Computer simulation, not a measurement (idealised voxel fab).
Title: Process Module voxel wiring stack
The width of the displayed cross-section, cut, is 165 nm; its cells are square, with a size of 5 nm.
Cross-section format: a grid of square cells, given as bands from top to bottom; each band is one or more rows of cells.
Basically the band line says how high the top is and how high the bottom is, in nm, and then what's in it from left to right, every material with its width in nm. Empty space shows up as "empty", and if a single material carries "throughout" it runs the full band edge to edge.
Height 0 is the level under which the wafer as received is all one material. The lowest band goes on downwards, as in "0..down".
A width such as "30..40" changes by the same amount from each row of cells to the next, from the band's top row to its bottom row.
It should be understood that the words "no alterations made", when stated for a given step, signify that the cross-section underwent no change in any of its cells during that step.
Heads up: "Unvented cavities" only lists the empty pockets with no open path to the top that are 8 cells or more, and it writes them as width x height at distance, distance from the left edge, in nm.
If you see something after the settings on a step's line, that's the simulator's own remark about that step.
The "overlay nm" setting may appear on a step's line; for a step that uses a mask, it gives how far to the right of its planned position the mask lay, and a negative value indicates the left.
Below you will find pairs of cross-sections. In each, one shows the wafer before one process step and the other after it, with the after view ending at the lowest band that changed. Under each pair is the step separating them, along with its settings. Do not assume the pairs form a chain: they can come from different runs of this module on the same starting wafer, and a pair continues from the pair above it only when its "Incoming structure" entry says so.
**Incoming structure**
	110..90  lowk throughout
	90..85  SiCN throughout
	85..70  lowk 30 nm, then Ru 20 nm, then lowk 20 nm, then Ru 20 nm, then lowk 20 nm, then Ru 20 nm, then lowk 35 nm
	70..65  lowk 30 nm, then TiN 20 nm, then lowk 20 nm, then TiN 20 nm, then lowk 20 nm, then TiN 20 nm, then lowk 35 nm
	65..45  SiO2 30 nm, then TiN 5 nm, then Cu 5 nm, then TiN 5 nm, then SiO2 25 nm, then TiN 5 nm, then Cu 5 nm, then TiN 5 nm, then SiO2 25 nm, then TiN 5 nm, then Cu 5 nm, then TiN 5 nm, then SiO2 40 nm
	45..40  SiCN 30 nm, then TiN 15 nm, then SiCN 25 nm, then TiN 15 nm, then SiCN 25 nm, then TiN 15 nm, then SiCN 40 nm
	40..15  lowk 25 nm, then SiCN 5 nm, then W 20 nm, then SiCN 5 nm, then lowk 10 nm, then SiCN 5 nm, then W 20 nm, then SiCN 5 nm, then lowk 10 nm, then SiCN 5 nm, then W 20 nm, then SiCN 5 nm, then lowk 30 nm
	15..10  SiCN 30 nm, then TiN 20 nm, then SiCN 20 nm, then TiN 20 nm, then SiCN 20 nm, then TiN 20 nm, then SiCN 35 nm
	10..0  SiO2 throughout
	0..down  Si throughout
	Unvented cavities: none
**As Processed**
	125..110  resist 25 nm, then empty 25 nm, then resist 15 nm, then empty 25 nm, then resist 15 nm, then empty 25 nm, then resist 35 nm
	Note: structure below 110 unchanged.
	Unvented cavities: none
Can you name the step between the two cross-sections above? It is PATTERN with tone open, mask id PLUG_2, material resist, width nm 25, pitch nm 40, thk nm 15, overlay nm 0
Incoming structure: it's just the after picture from the pair right above this one.
**As Processed**
	125..110  resist 25 nm, then empty 25 nm, then resist 15 nm, then empty 25 nm, then resist 15 nm, then empty 25 nm, then resist 35 nm
	110..90  lowk 25 nm, then empty 25 nm, then lowk 15 nm, then empty 25 nm, then lowk 15 nm, then empty 25 nm, then lowk 35 nm
	Note: structure below 90 unchanged.
	Unvented cavities: none
Can you name the step between the two cross-sections above? It is DIRECTIONAL_ETCH with etch materials lowk, depth nm 20
Incoming structure: it's just the after picture from the pair right above this one.
**As Processed**
	125..110  resist 25 nm, then empty 25 nm, then resist 15 nm, then empty 25 nm, then resist 15 nm, then empty 25 nm, then resist 35 nm
	110..90  lowk 25 nm, then empty 25 nm, then lowk 15 nm, then empty 25 nm, then lowk 15 nm, then empty 25 nm, then lowk 35 nm
	90..85  SiCN 25 nm, then empty 25 nm, then SiCN 15 nm, then empty 25 nm, then SiCN 15 nm, then empty 25 nm, then SiCN 35 nm
	Note: structure below 85 unchanged.
	Unvented cavities: none
Can you name the step between the two cross-sections above? It is DIRECTIONAL_ETCH with etch materials SiCN, depth nm 5
Incoming structure: it's just the after picture from the pair right above this one.
**As Processed**
	110..90  lowk 25 nm, then empty 25 nm, then lowk 15 nm, then empty 25 nm, then lowk 15 nm, then empty 25 nm, then lowk 35 nm
	Note: structure below 90 unchanged.
	Unvented cavities: none
Can you name the step between the two cross-sections above? It is STRIP with etch materials resist
Incoming structure: it's just the after picture from the pair right above this one.
**As Processed**
	110..95  lowk 25 nm, then empty 25 nm, then lowk 15 nm, then empty 25 nm, then lowk 15 nm, then empty 25 nm, then lowk 35 nm
	95..90  lowk 25 nm, then Ru 25 nm, then lowk 15 nm, then Ru 25 nm, then lowk 15 nm, then Ru 25 nm, then lowk 35 nm
	90..85  SiCN 25 nm, then Ru 25 nm, then SiCN 15 nm, then Ru 25 nm, then SiCN 15 nm, then Ru 25 nm, then SiCN 35 nm
	Note: structure below 85 unchanged.
	Unvented cavities: none
Can you name the step between the two cross-sections above? It is EPI with material Ru, thk nm 10
Incoming structure: it's just the after picture from the pair right above this one.
**As Processed**
	110..105  lowk 25 nm, then empty 25 nm, then lowk 15 nm, then empty 25 nm, then lowk 15 nm, then empty 25 nm, then lowk 35 nm
	105..90  lowk 25 nm, then Ru 25 nm, then lowk 15 nm, then Ru 25 nm, then lowk 15 nm, then Ru 25 nm, then lowk 35 nm
	Note: structure below 90 unchanged.
	Unvented cavities: none
Can you name the step between the two cross-sections above? It is EPI with material Ru, thk nm 10
Incoming structure: it's just the after picture from the pair right above this one.
**As Processed**
	110..90  lowk 25 nm, then Ru 25 nm, then lowk 15 nm, then Ru 25 nm, then lowk 15 nm, then Ru 25 nm, then lowk 35 nm
	Note: structure below 90 unchanged.
	Unvented cavities: none
Can you name the step between the two cross-sections above? It is EPI with material Ru, thk nm 5
Incoming structure: it's just the after picture from the pair right above this one.
**As Processed**
	115..110  TiN throughout
	Note: structure below 110 unchanged.
	Unvented cavities: none
Can you name the step between the two cross-sections above? It is DIRECTIONAL_DEP with material TiN, thk nm 5
Incoming structure: it's just the after picture from the pair right above this one.
**As Processed**
	130..115  Ru throughout
	Note: structure below 115 unchanged.
	Unvented cavities: none
Can you name the step between the two cross-sections above? It is DIRECTIONAL_DEP with material Ru, thk nm 15
Incoming structure: it's just the after picture from the pair right above this one.
**As Processed**
	140..130  aC throughout
	Note: structure below 130 unchanged.
	Unvented cavities: none
Can you name the step between the two cross-sections above? It is DIRECTIONAL_DEP with material aC, thk nm 10
Incoming structure: it's just the after picture from the pair right above this one.
**As Processed**
	165..140  empty 30 nm, then resist 20 nm, then empty 20 nm, then resist 20 nm, then empty 20 nm, then resist 20 nm, then empty 35 nm
	Note: structure below 140 unchanged.
	Unvented cavities: none
Can you name the step between the two cross-sections above? It is PATTERN with tone cover, mask id METAL_3, material resist, width nm 20, pitch nm 40, thk nm 25, overlay nm 0
Incoming structure: it's just the after picture from the pair right above this one.
**As Processed**
	155..140  empty 30 nm, then resist 20 nm, then empty 20 nm, then resist 20 nm, then empty 20 nm, then resist 20 nm, then empty 35 nm
	140..130  empty 30 nm, then aC 20 nm, then empty 20 nm, then aC 20 nm, then empty 20 nm, then aC 20 nm, then empty 35 nm
	Note: structure below 130 unchanged.
	Unvented cavities: none
Can you name the step between the two cross-sections above? It is DIRECTIONAL_ETCH with etch materials aC, depth nm 10
Incoming structure: it's just the after picture from the pair right above this one.
**As Processed**
	140..130  empty 30 nm, then aC 20 nm, then empty 20 nm, then aC 20 nm, then empty 20 nm, then aC 20 nm, then empty 35 nm
	Note: structure below 130 unchanged.
	Unvented cavities: none
Can you name the step between the two cross-sections above? It is STRIP with etch materials resist
Incoming structure: it's just the after picture from the pair right above this one.
**As Processed**
	140..130  empty 30 nm, then aC 20 nm, then empty 20 nm, then aC 20 nm, then empty 20 nm, then aC 20 nm, then empty 35 nm
	130..115  empty 30 nm, then Ru 20 nm, then empty 20 nm, then Ru 20 nm, then empty 20 nm, then Ru 20 nm, then empty 35 nm
	Note: structure below 115 unchanged.
	Unvented cavities: none
Can you name the step between the two cross-sections above? It is DIRECTIONAL_ETCH with etch materials Ru, depth nm 15
Incoming structure: it's just the after picture from the pair right above this one.
**As Processed**
	140..130  empty 30 nm, then aC 20 nm, then empty 20 nm, then aC 20 nm, then empty 20 nm, then aC 20 nm, then empty 35 nm
	130..115  empty 30 nm, then Ru 20 nm, then empty 20 nm, then Ru 20 nm, then empty 20 nm, then Ru 20 nm, then empty 35 nm
	115..110  empty 30 nm, then TiN 20 nm, then empty 20 nm, then TiN 20 nm, then empty 20 nm, then TiN 20 nm, then empty 35 nm
	Note: structure below 110 unchanged.
	Unvented cavities: none
Can you name the step between the two cross-sections above? It is DIRECTIONAL_ETCH with etch materials TiN, depth nm 5
Incoming structure: it's just the after picture from the pair right above this one.
**As Processed**
	130..115  empty 30 nm, then Ru 20 nm, then empty 20 nm, then Ru 20 nm, then empty 20 nm, then Ru 20 nm, then empty 35 nm
	Note: structure below 115 unchanged.
	Unvented cavities: none
Can you name the step between the two cross-sections above? It is STRIP with etch materials aC
Incoming structure: it's just the after picture from the pair right above this one.
**As Processed**
	135..130  empty 25 nm, then SiN 30 nm, then empty 10 nm, then SiN 30 nm, then empty 10 nm, then SiN 30 nm, then empty 30 nm
	130..115  empty 25 nm, then SiN 5 nm, then Ru 20 nm, then SiN 5 nm, then empty 10 nm, then SiN 5 nm, then Ru 20 nm, then SiN 5 nm, then empty 10 nm, then SiN 5 nm, then Ru 20 nm, then SiN 5 nm, then empty 30 nm
	115..110  SiN 30 nm, then TiN 20 nm, then SiN 20 nm, then TiN 20 nm, then SiN 20 nm, then TiN 20 nm, then SiN 35 nm
	Note: structure below 110 unchanged.
	Unvented cavities: none
Can you name the step between the two cross-sections above? It is CONFORMAL_DEP with material SiN, thk nm 5
Incoming structure: it's just the after picture from the pair right above this one.
**As Processed**
	145..135  SiO2 throughout
	135..130  SiO2 25 nm, then SiN 30 nm, then SiO2 10 nm, then SiN 30 nm, then SiO2 10 nm, then SiN 30 nm, then SiO2 30 nm
	130..115  SiO2 25 nm, then SiN 5 nm, then Ru 20 nm, then SiN 5 nm, then SiO2 10 nm, then SiN 5 nm, then Ru 20 nm, then SiN 5 nm, then SiO2 10 nm, then SiN 5 nm, then Ru 20 nm, then SiN 5 nm, then SiO2 30 nm
	Note: structure below 115 unchanged.
	Unvented cavities: none
Can you name the step between the two cross-sections above? It is FILL_DEP with material SiO2, thk nm 10
Incoming structure: it's just the after picture from the pair right above this one.
**As Processed**
	130..115  SiO2 25 nm, then SiN 5 nm, then Ru 20 nm, then SiN 5 nm, then SiO2 10 nm, then SiN 5 nm, then Ru 20 nm, then SiN 5 nm, then SiO2 10 nm, then SiN 5 nm, then Ru 20 nm, then SiN 5 nm, then SiO2 30 nm
	Note: structure below 115 unchanged.
	Unvented cavities: none
Can you name the step between the two cross-sections above? It is CMP with height nm 130
Incoming structure: it's just the after picture from the pair right above this one.
**As Processed**
	135..130  SiCN throughout
	Note: structure below 130 unchanged.
	Unvented cavities: none
Can you name the step between the two cross-sections above? It is CONFORMAL_DEP with material SiCN, thk nm 5
Incoming structure: it's just the after picture from the pair right above this one.
**As Processed**
	155..135  lowk throughout
	Note: structure below 135 unchanged.
	Unvented cavities: none
Can you name the step between the two cross-sections above? It is DIRECTIONAL_DEP with material lowk, thk nm 20
Incoming structure: it's just the after picture from the pair right above this one.
**As Processed**
	155..135  lowk 30 nm, then empty 15 nm, then lowk 25 nm, then empty 15 nm, then lowk 25 nm, then empty 15 nm, then lowk 40 nm
	Note: structure below 135 unchanged.
	Unvented cavities: none
Can you name the step between the two cross-sections above? It is MASKED_ETCH with tone open, mask id PLUG_3, width nm 15, pitch nm 40, etch materials lowk, depth nm 20, overlay nm 0
Incoming structure: it's just the after picture from the pair right above this one.
**As Processed**
	155..135  lowk 30 nm, then empty 15 nm, then lowk 25 nm, then empty 15 nm, then lowk 25 nm, then empty 15 nm, then lowk 40 nm
	135..130  SiCN 30 nm, then empty 15 nm, then SiCN 25 nm, then empty 15 nm, then SiCN 25 nm, then empty 15 nm, then SiCN 40 nm
	Note: structure below 130 unchanged.
	Unvented cavities: none
Can you name the step between the two cross-sections above? It is MASKED_ETCH with tone open, mask id PLUG_3, width nm 15, pitch nm 40, etch materials SiCN, depth nm 5, overlay nm 0
Incoming structure: it's just the after picture from the pair right above this one.
**As Processed**
	155..140  lowk 30 nm, then empty 15 nm, then lowk 25 nm, then empty 15 nm, then lowk 25 nm, then empty 15 nm, then lowk 40 nm
	140..135  lowk 30 nm, then Ru 15 nm, then lowk 25 nm, then Ru 15 nm, then lowk 25 nm, then Ru 15 nm, then lowk 40 nm
	135..130  SiCN 30 nm, then Ru 15 nm, then SiCN 25 nm, then Ru 15 nm, then SiCN 25 nm, then Ru 15 nm, then SiCN 40 nm
	Note: structure below 130 unchanged.
	Unvented cavities: none
Can you name the step between the two cross-sections above? It is EPI with material Ru, thk nm 10
Incoming structure: it's just the after picture from the pair right above this one.
**As Processed**
	155..150  lowk 30 nm, then empty 15 nm, then lowk 25 nm, then empty 15 nm, then lowk 25 nm, then empty 15 nm, then lowk 40 nm
	150..135  lowk 30 nm, then Ru 15 nm, then lowk 25 nm, then Ru 15 nm, then lowk 25 nm, then Ru 15 nm, then lowk 40 nm
	Note: structure below 135 unchanged.
	Unvented cavities: none
Can you name the step between the two cross-sections above? It is EPI with material Ru, thk nm 10
Incoming structure: it's just the after picture from the pair right above this one.
**As Processed**
	155..135  lowk 30 nm, then Ru 15 nm, then lowk 25 nm, then Ru 15 nm, then lowk 25 nm, then Ru 15 nm, then lowk 40 nm
	Note: structure below 135 unchanged.
	Unvented cavities: none
Can you name the step between the two cross-sections above? It is EPI with material Ru, thk nm 5
Incoming structure: it's just the after picture from the pair right above this one.
**As Processed**
	160..155  TiN throughout
	Note: structure below 155 unchanged.
	Unvented cavities: none
Can you name the step between the two cross-sections above? It is DIRECTIONAL_DEP with material TiN, thk nm 5
Incoming structure: it's just the after picture from the pair right above this one.
**As Processed**
	175..160  W throughout
	Note: structure below 160 unchanged.
	Unvented cavities: none
Can you name the step between the two cross-sections above? It is DIRECTIONAL_DEP with material W, thk nm 15
Incoming structure: it's just the after picture from the pair right above this one.
**As Processed**
	175..160  empty 30 nm, then W 20 nm, then empty 20 nm, then W 20 nm, then empty 20 nm, then W 20 nm, then empty 35 nm
	Note: structure below 160 unchanged.
	Unvented cavities: none
Can you name the step between the two cross-sections above? It is MASKED_ETCH with tone cover, mask id METAL_4, width nm 20, pitch nm 40, etch materials W, depth nm 15, overlay nm 0
Incoming structure: it's just the after picture from the pair right above this one.
**As Processed**
	175..160  empty 30 nm, then W 20 nm, then empty 20 nm, then W 20 nm, then empty 20 nm, then W 20 nm, then empty 35 nm
	160..155  empty 30 nm, then TiN 20 nm, then empty 20 nm, then TiN 20 nm, then empty 20 nm, then TiN 20 nm, then empty 35 nm
	Note: structure below 155 unchanged.
	Unvented cavities: none
Can you name the step between the two cross-sections above? It is MASKED_ETCH with tone cover, mask id METAL_4, width nm 20, pitch nm 40, etch materials TiN, depth nm 5, overlay nm 0
Incoming structure: it's just the after picture from the pair right above this one.
**As Processed**
	185..175  SiO2 throughout
	175..160  SiO2 30 nm, then W 20 nm, then SiO2 20 nm, then W 20 nm, then SiO2 20 nm, then W 20 nm, then SiO2 35 nm
	160..155  SiO2 30 nm, then TiN 20 nm, then SiO2 20 nm, then TiN 20 nm, then SiO2 20 nm, then TiN 20 nm, then SiO2 35 nm
	Note: structure below 155 unchanged.
	Unvented cavities: none
Can you name the step between the two cross-sections above? It is FILL_DEP with material SiO2, thk nm 10
Incoming structure: it's just the after picture from the pair right above this one.
**As Processed**
	175..160  SiO2 30 nm, then W 20 nm, then SiO2 20 nm, then W 20 nm, then SiO2 20 nm, then W 20 nm, then SiO2 35 nm
	Note: structure below 160 unchanged.
	Unvented cavities: none
Can you name the step between the two cross-sections above? It is CMP with height nm 175
Incoming structure: it's just the after picture from the pair right above this one.
**As Processed**
	180..175  SiCN throughout
	Note: structure below 175 unchanged.
	Unvented cavities: none
Can you name the step between the two cross-sections above? It is CONFORMAL_DEP with material SiCN, thk nm 5
**Incoming structure**
	175..160  empty 30 nm, then W 20 nm, then empty 20 nm, then W 20 nm, then empty 20 nm, then W 20 nm, then empty 35 nm
	160..155  TiN throughout
	155..135  lowk 30 nm, then Ru 15 nm, then lowk 25 nm, then Ru 15 nm, then lowk 25 nm, then Ru 15 nm, then lowk 40 nm
	135..130  SiCN 30 nm, then Ru 15 nm, then SiCN 25 nm, then Ru 15 nm, then SiCN 25 nm, then Ru 15 nm, then SiCN 40 nm
	130..115  SiO2 25 nm, then SiN 5 nm, then Ru 20 nm, then SiN 5 nm, then SiO2 10 nm, then SiN 5 nm, then Ru 20 nm, then SiN 5 nm, then SiO2 10 nm, then SiN 5 nm, then Ru 20 nm, then SiN 5 nm, then SiO2 30 nm
	115..110  SiN 30 nm, then TiN 20 nm, then SiN 20 nm, then TiN 20 nm, then SiN 20 nm, then TiN 20 nm, then SiN 35 nm
	110..90  lowk 30 nm, then Ru 15 nm, then lowk 25 nm, then Ru 15 nm, then lowk 25 nm, then Ru 15 nm, then lowk 40 nm
	90..85  SiCN 30 nm, then Ru 15 nm, then SiCN 25 nm, then Ru 15 nm, then SiCN 25 nm, then Ru 15 nm, then SiCN 40 nm
	85..70  lowk 30 nm, then Ru 20 nm, then lowk 20 nm, then Ru 20 nm, then lowk 20 nm, then Ru 20 nm, then lowk 35 nm
	70..65  lowk 30 nm, then TiN 20 nm, then lowk 20 nm, then TiN 20 nm, then lowk 20 nm, then TiN 20 nm, then lowk 35 nm
	65..45  SiO2 30 nm, then TiN 5 nm, then Cu 5 nm, then TiN 5 nm, then SiO2 25 nm, then TiN 5 nm, then Cu 5 nm, then TiN 5 nm, then SiO2 25 nm, then TiN 5 nm, then Cu 5 nm, then TiN 5 nm, then SiO2 40 nm
	45..40  SiCN 30 nm, then TiN 15 nm, then SiCN 25 nm, then TiN 15 nm, then SiCN 25 nm, then TiN 15 nm, then SiCN 40 nm
	40..15  lowk 25 nm, then SiCN 5 nm, then W 20 nm, then SiCN 5 nm, then lowk 10 nm, then SiCN 5 nm, then W 20 nm, then SiCN 5 nm, then lowk 10 nm, then SiCN 5 nm, then W 20 nm, then SiCN 5 nm, then lowk 30 nm
	15..10  SiCN 30 nm, then TiN 20 nm, then SiCN 20 nm, then TiN 20 nm, then SiCN 20 nm, then TiN 20 nm, then SiCN 35 nm
	10..0  SiO2 throughout
	0..down  Si throughout
	Unvented cavities: none
**As Processed**
	175..160  empty 30 nm, then W 20 nm, then empty 20 nm, then W 20 nm, then empty 20 nm, then W 20 nm, then empty 35 nm
	160..155  empty 20 nm, then TiN 30 nm, then empty 10 nm, then TiN 30 nm, then empty 10 nm, then TiN 30 nm, then empty 35 nm
	Note: structure below 155 unchanged.
	Unvented cavities: none
Can you name the step between the two cross-sections above? It is MASKED_ETCH with tone cover, mask id METAL_4, width nm 20, pitch nm 40, etch materials TiN, depth nm 5, overlay nm -10
Incoming structure: it's just the after picture from the pair right above this one.
**As Processed**
	185..175  SiO2 throughout
	175..160  SiO2 30 nm, then W 20 nm, then SiO2 20 nm, then W 20 nm, then SiO2 20 nm, then W 20 nm, then SiO2 35 nm
	160..155  SiO2 20 nm, then TiN 30 nm, then SiO2 10 nm, then TiN 30 nm, then SiO2 10 nm, then TiN 30 nm, then SiO2 35 nm
	Note: structure below 155 unchanged.
	Unvented cavities: none
Can you name the step between the two cross-sections above? It is FILL_DEP with material SiO2, thk nm 10
Incoming structure: it's just the after picture from the pair right above this one.
**As Processed**
	175..160  SiO2 30 nm, then W 20 nm, then SiO2 20 nm, then W 20 nm, then SiO2 20 nm, then W 20 nm, then SiO2 35 nm
	Note: structure below 160 unchanged.
	Unvented cavities: none
Can you name the step between the two cross-sections above? It is CMP with height nm 175
Incoming structure: it's just the after picture from the pair right above this one.
**As Processed**
	180..175  SiCN throughout
	Note: structure below 175 unchanged.
	Unvented cavities: none
Can you name the step between the two cross-sections above? It is CONFORMAL_DEP with material SiCN, thk nm 5
**Incoming structure**
	175..160  SiO2 30 nm, then W 20 nm, then SiO2 20 nm, then W 20 nm, then SiO2 20 nm, then W 20 nm, then SiO2 35 nm
	160..155  SiO2 30 nm, then TiN 20 nm, then SiO2 20 nm, then TiN 20 nm, then SiO2 20 nm, then TiN 20 nm, then SiO2 35 nm
	155..135  lowk 30 nm, then Ru 15 nm, then lowk 25 nm, then Ru 15 nm, then lowk 25 nm, then Ru 15 nm, then lowk 40 nm
	135..130  SiCN 30 nm, then Ru 15 nm, then SiCN 25 nm, then Ru 15 nm, then SiCN 25 nm, then Ru 15 nm, then SiCN 40 nm
	130..115  SiO2 25 nm, then SiN 5 nm, then Ru 20 nm, then SiN 5 nm, then SiO2 10 nm, then SiN 5 nm, then Ru 20 nm, then SiN 5 nm, then SiO2 10 nm, then SiN 5 nm, then Ru 20 nm, then SiN 5 nm, then SiO2 30 nm
	115..110  SiN 30 nm, then TiN 20 nm, then SiN 20 nm, then TiN 20 nm, then SiN 20 nm, then TiN 20 nm, then SiN 35 nm
	110..90  lowk 30 nm, then Ru 15 nm, then lowk 25 nm, then Ru 15 nm, then lowk 25 nm, then Ru 15 nm, then lowk 40 nm
	90..85  SiCN 30 nm, then Ru 15 nm, then SiCN 25 nm, then Ru 15 nm, then SiCN 25 nm, then Ru 15 nm, then SiCN 40 nm
	85..70  lowk 30 nm, then Ru 20 nm, then lowk 20 nm, then Ru 20 nm, then lowk 20 nm, then Ru 20 nm, then lowk 35 nm
	70..65  lowk 30 nm, then TiN 20 nm, then lowk 20 nm, then TiN 20 nm, then lowk 20 nm, then TiN 20 nm, then lowk 35 nm
	65..45  SiO2 30 nm, then TiN 5 nm, then Cu 5 nm, then TiN 5 nm, then SiO2 25 nm, then TiN 5 nm, then Cu 5 nm, then TiN 5 nm, then SiO2 25 nm, then TiN 5 nm, then Cu 5 nm, then TiN 5 nm, then SiO2 40 nm
	45..40  SiCN 30 nm, then TiN 15 nm, then SiCN 25 nm, then TiN 15 nm, then SiCN 25 nm, then TiN 15 nm, then SiCN 40 nm
	40..15  lowk 25 nm, then SiCN 5 nm, then W 20 nm, then SiCN 5 nm, then lowk 10 nm, then SiCN 5 nm, then W 20 nm, then SiCN 5 nm, then lowk 10 nm, then SiCN 5 nm, then W 20 nm, then SiCN 5 nm, then lowk 30 nm
	15..10  SiCN 30 nm, then TiN 20 nm, then SiCN 20 nm, then TiN 20 nm, then SiCN 20 nm, then TiN 20 nm, then SiCN 35 nm
	10..0  SiO2 throughout
	0..down  Si throughout
	Unvented cavities: none
**As Processed**
	180..175  aC throughout
	Note: structure below 175 unchanged.
	Unvented cavities: none
Can you name the step between the two cross-sections above? It is CONFORMAL_DEP with material aC, thk nm 5
**Incoming structure**
	85..70  Ru throughout
	70..65  TiN throughout
	65..45  SiO2 30 nm, then TiN 5 nm, then Cu 5 nm, then TiN 5 nm, then SiO2 25 nm, then TiN 5 nm, then Cu 5 nm, then TiN 5 nm, then SiO2 25 nm, then TiN 5 nm, then Cu 5 nm, then TiN 5 nm, then SiO2 40 nm
	45..40  SiCN 30 nm, then TiN 15 nm, then SiCN 25 nm, then TiN 15 nm, then SiCN 25 nm, then TiN 15 nm, then SiCN 40 nm
	40..15  lowk 25 nm, then SiCN 5 nm, then W 20 nm, then SiCN 5 nm, then lowk 10 nm, then SiCN 5 nm, then W 20 nm, then SiCN 5 nm, then lowk 10 nm, then SiCN 5 nm, then W 20 nm, then SiCN 5 nm, then lowk 30 nm
	15..10  SiCN 30 nm, then TiN 20 nm, then SiCN 20 nm, then TiN 20 nm, then SiCN 20 nm, then TiN 20 nm, then SiCN 35 nm
	10..0  SiO2 throughout
	0..down  Si throughout
	Unvented cavities: none
**As Processed**
	105..85  resist 30 nm, then empty 20 nm, then resist 20 nm, then empty 20 nm, then resist 20 nm, then empty 20 nm, then resist 35 nm
	Note: structure below 85 unchanged.
	Unvented cavities: none
Can you name the step between the two cross-sections above? It is PATTERN with tone open, mask id METAL_2, material resist, width nm 20, pitch nm 40, thk nm 20, overlay nm 0
Incoming structure: it's just the after picture from the pair right above this one.
**As Processed**
	105..85  resist 30 nm, then empty 20 nm, then resist 20 nm, then empty 20 nm, then resist 20 nm, then empty 20 nm, then resist 35 nm
	85..70  Ru 30 nm, then empty 20 nm, then Ru 20 nm, then empty 20 nm, then Ru 20 nm, then empty 20 nm, then Ru 35 nm
	Note: structure below 70 unchanged.
	Unvented cavities: none
Can you name the step between the two cross-sections above? It is DIRECTIONAL_ETCH with etch materials Ru, depth nm 15
Incoming structure: it's just the after picture from the pair right above this one.
**As Processed**
	105..85  resist 30 nm, then empty 20 nm, then resist 20 nm, then empty 20 nm, then resist 20 nm, then empty 20 nm, then resist 35 nm
	85..70  Ru 30 nm, then empty 20 nm, then Ru 20 nm, then empty 20 nm, then Ru 20 nm, then empty 20 nm, then Ru 35 nm
	70..65  TiN 30 nm, then empty 20 nm, then TiN 20 nm, then empty 20 nm, then TiN 20 nm, then empty 20 nm, then TiN 35 nm
	Note: structure below 65 unchanged.
	Unvented cavities: none
Can you name the step between the two cross-sections above? It is DIRECTIONAL_ETCH with etch materials TiN, depth nm 5
Incoming structure: it's just the after picture from the pair right above this one.
**As Processed**
	85..70  Ru 30 nm, then empty 20 nm, then Ru 20 nm, then empty 20 nm, then Ru 20 nm, then empty 20 nm, then Ru 35 nm
	Note: structure below 70 unchanged.
	Unvented cavities: none
Can you name the step between the two cross-sections above? It is STRIP with etch materials resist
Incoming structure: it's just the after picture from the pair right above this one.
**As Processed**
	95..85  lowk throughout
	85..70  Ru 30 nm, then lowk 20 nm, then Ru 20 nm, then lowk 20 nm, then Ru 20 nm, then lowk 20 nm, then Ru 35 nm
	70..65  TiN 30 nm, then lowk 20 nm, then TiN 20 nm, then lowk 20 nm, then TiN 20 nm, then lowk 20 nm, then TiN 35 nm
	Note: structure below 65 unchanged.
	Unvented cavities: none
Can you name the step between the two cross-sections above? It is FILL_DEP with material lowk, thk nm 10
Incoming structure: it's just the after picture from the pair right above this one.
**As Processed**
	85..70  Ru 30 nm, then lowk 20 nm, then Ru 20 nm, then lowk 20 nm, then Ru 20 nm, then lowk 20 nm, then Ru 35 nm
	Note: structure below 70 unchanged.
	Unvented cavities: none
Can you name the step between the two cross-sections above? It is CMP with height nm 85
Incoming structure: it's just the after picture from the pair right above this one.
**As Processed**
	90..85  SiCN throughout
	Note: structure below 85 unchanged.
	Unvented cavities: none
Can you name the step between the two cross-sections above? It is CONFORMAL_DEP with material SiCN, thk nm 5
Incoming structure: it's just the after picture from the pair right above this one.
**As Processed**
	110..90  lowk throughout
	Note: structure below 90 unchanged.
	Unvented cavities: none
Can you name the step between the two cross-sections above? It is DIRECTIONAL_DEP with material lowk, thk nm 20
Incoming structure: it's just the after picture from the pair right above this one.
**As Processed**
	125..110  resist 30 nm, then empty 15 nm, then resist 25 nm, then empty 15 nm, then resist 25 nm, then empty 15 nm, then resist 40 nm
	Note: structure below 110 unchanged.
	Unvented cavities: none
Can you name the step between the two cross-sections above? It is PATTERN with tone open, mask id PLUG_2, material resist, width nm 15, pitch nm 40, thk nm 15, overlay nm 0
Incoming structure: it's just the after picture from the pair right above this one.
**As Processed**
	125..110  resist 30 nm, then empty 15 nm, then resist 25 nm, then empty 15 nm, then resist 25 nm, then empty 15 nm, then resist 40 nm
	110..90  lowk 30 nm, then empty 15 nm, then lowk 25 nm, then empty 15 nm, then lowk 25 nm, then empty 15 nm, then lowk 40 nm
	Note: structure below 90 unchanged.
	Unvented cavities: none
Can you name the step between the two cross-sections above? It is DIRECTIONAL_ETCH with etch materials lowk, depth nm 20
Incoming structure: it's just the after picture from the pair right above this one.
**As Processed**
	125..110  resist 30 nm, then empty 15 nm, then resist 25 nm, then empty 15 nm, then resist 25 nm, then empty 15 nm, then resist 40 nm
	110..90  lowk 30 nm, then empty 15 nm, then lowk 25 nm, then empty 15 nm, then lowk 25 nm, then empty 15 nm, then lowk 40 nm
	90..85  SiCN 30 nm, then empty 15 nm, then SiCN 25 nm, then empty 15 nm, then SiCN 25 nm, then empty 15 nm, then SiCN 40 nm
	Note: structure below 85 unchanged.
	Unvented cavities: none
Can you name the step between the two cross-sections above? It is DIRECTIONAL_ETCH with etch materials SiCN, depth nm 5
Incoming structure: it's just the after picture from the pair right above this one.
**As Processed**
	110..90  lowk 30 nm, then empty 15 nm, then lowk 25 nm, then empty 15 nm, then lowk 25 nm, then empty 15 nm, then lowk 40 nm
	Note: structure below 90 unchanged.
	Unvented cavities: none
Can you name the step between the two cross-sections above? It is STRIP with etch materials resist
Incoming structure: it's just the after picture from the pair right above this one.
**As Processed**
	115..110  TiN 30 nm, then empty 15 nm, then TiN 25 nm, then empty 15 nm, then TiN 25 nm, then empty 15 nm, then TiN 40 nm
	110..90  lowk 30 nm, then empty 15 nm, then lowk 25 nm, then empty 15 nm, then lowk 25 nm, then empty 15 nm, then lowk 40 nm
	90..85  SiCN 30 nm, then TiN 15 nm, then SiCN 25 nm, then TiN 15 nm, then SiCN 25 nm, then TiN 15 nm, then SiCN 40 nm
	Note: structure below 85 unchanged.
	Unvented cavities: none
Can you name the step between the two cross-sections above? It is DIRECTIONAL_DEP with material TiN, thk nm 5
Incoming structure: it's just the after picture from the pair right above this one.
**As Processed**
	130..115  Ru 30 nm, then empty 15 nm, then Ru 25 nm, then empty 15 nm, then Ru 25 nm, then empty 15 nm, then Ru 40 nm
	115..110  TiN 30 nm, then empty 15 nm, then TiN 25 nm, then empty 15 nm, then TiN 25 nm, then empty 15 nm, then TiN 40 nm
	110..105  lowk 30 nm, then empty 15 nm, then lowk 25 nm, then empty 15 nm, then lowk 25 nm, then empty 15 nm, then lowk 40 nm
	105..90  lowk 30 nm, then Ru 15 nm, then lowk 25 nm, then Ru 15 nm, then lowk 25 nm, then Ru 15 nm, then lowk 40 nm
	Note: structure below 90 unchanged.
	Unvented cavities: none
Can you name the step between the two cross-sections above? It is DIRECTIONAL_DEP with material Ru, thk nm 15
